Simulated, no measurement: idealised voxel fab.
The document below concerns the process module designated voxel ribs on slabs.
The width of the displayed cross-section, cut, is 275 nm; its cells are square, with a size of 5 nm.
Cross-sections here: square-cell grids, written as top-down lists of bands, a band being one or more rows of cells. Within each band entry, the heights of the top and of the bottom of the band appear first, in that order and in nm; the materials of the band then follow from left to right, each with its corresponding width in nm. The designation "full width" on a single material indicates that it fills the band from edge to edge; the designation "air" indicates empty space. Heights are measured from 0, the level below which the as-received wafer is all one material; the lowest band has no bottom and continues downward, written as in "0 nm and below". Width "30..40": first value at the band's top row of cells, second value at its bottom row, equal change from row to row. What does "nothing got changed" mean for a step? It means no cell of the cross-section changed in that step. Each empty space that has no open way to the top and spans at least 8 cells appears under "Closed voids list" as width x height at distance, the distance counted from the left edge, all in nm. It should be noted that, on the line of a given step, the content following the step's settings is a remark produced by the simulator itself with respect to that step. Each step line may optionally specify "overlay nm", which for a step with a mask gives the rightward distance between the mask's planned place and where it lay, a negative value indicating the leftward direction.
Process steps - plan:
step 1: RECEIVE (material Si)
step 2: DIRECTIONAL_DEP (material SiO2; thk nm 25)
step 3: DIRECTIONAL_DEP (material SiN; thk nm 15)
step 4: MASKED_ETCH (tone cover; mask id RIB; width nm 15; etch materials SiN; depth nm 10; overlay nm -15)
step 5: PATTERN (tone cover; mask id SLAB; material resist; width nm 55; thk nm 20; overlay nm 0)
step 6: DIRECTIONAL_ETCH (etch materials SiN; depth nm 5)
step 7: STRIP (etch materials resist)
step 8: FILL_DEP (material SiO2; thk nm 15)
step 9: CMP (height nm 50)
step 10: DIRECTIONAL_DEP (material TiN; thk nm 10)
step 11: PATTERN (tone cover; mask id HEATER; material resist; width nm 25; thk nm 15; overlay nm 0)
step 12: DIRECTIONAL_ETCH (etch materials TiN; depth nm 10)
step 13: STRIP (etch materials resist)
step 14: CONFORMAL_DEP (material SiN; thk nm 5)
Among the wafers covered here, the point of difference is the overlay nm at step 4; their starting state is shared, and the plan presents the value of the first wafer.
Here's the first of the wafers in cross-section, just as we got it, i.e. after step 1:
    0 nm and below | Si full width
    Closed voids list: none
each wafer at the end: cells of each material gained (+) or lost (-) since it was received, then its closed voids:
overlay nm -15; +76 SiN; +533 SiO2; +10 TiN; Closed voids list: none
overlay nm -10; +76 SiN; +533 SiO2; +10 TiN; Closed voids list: none
overlay nm -5; +76 SiN; +533 SiO2; +10 TiN; Closed voids list: none
overlay nm 0; +76 SiN; +533 SiO2; +10 TiN; Closed voids list: none
overlay nm 5; +76 SiN; +533 SiO2; +10 TiN; Closed voids list: none
overlay nm 10; +76 SiN; +533 SiO2; +10 TiN; Closed voids list: none
overlay nm 15; +76 SiN; +533 SiO2; +10 TiN; Closed voids list: none
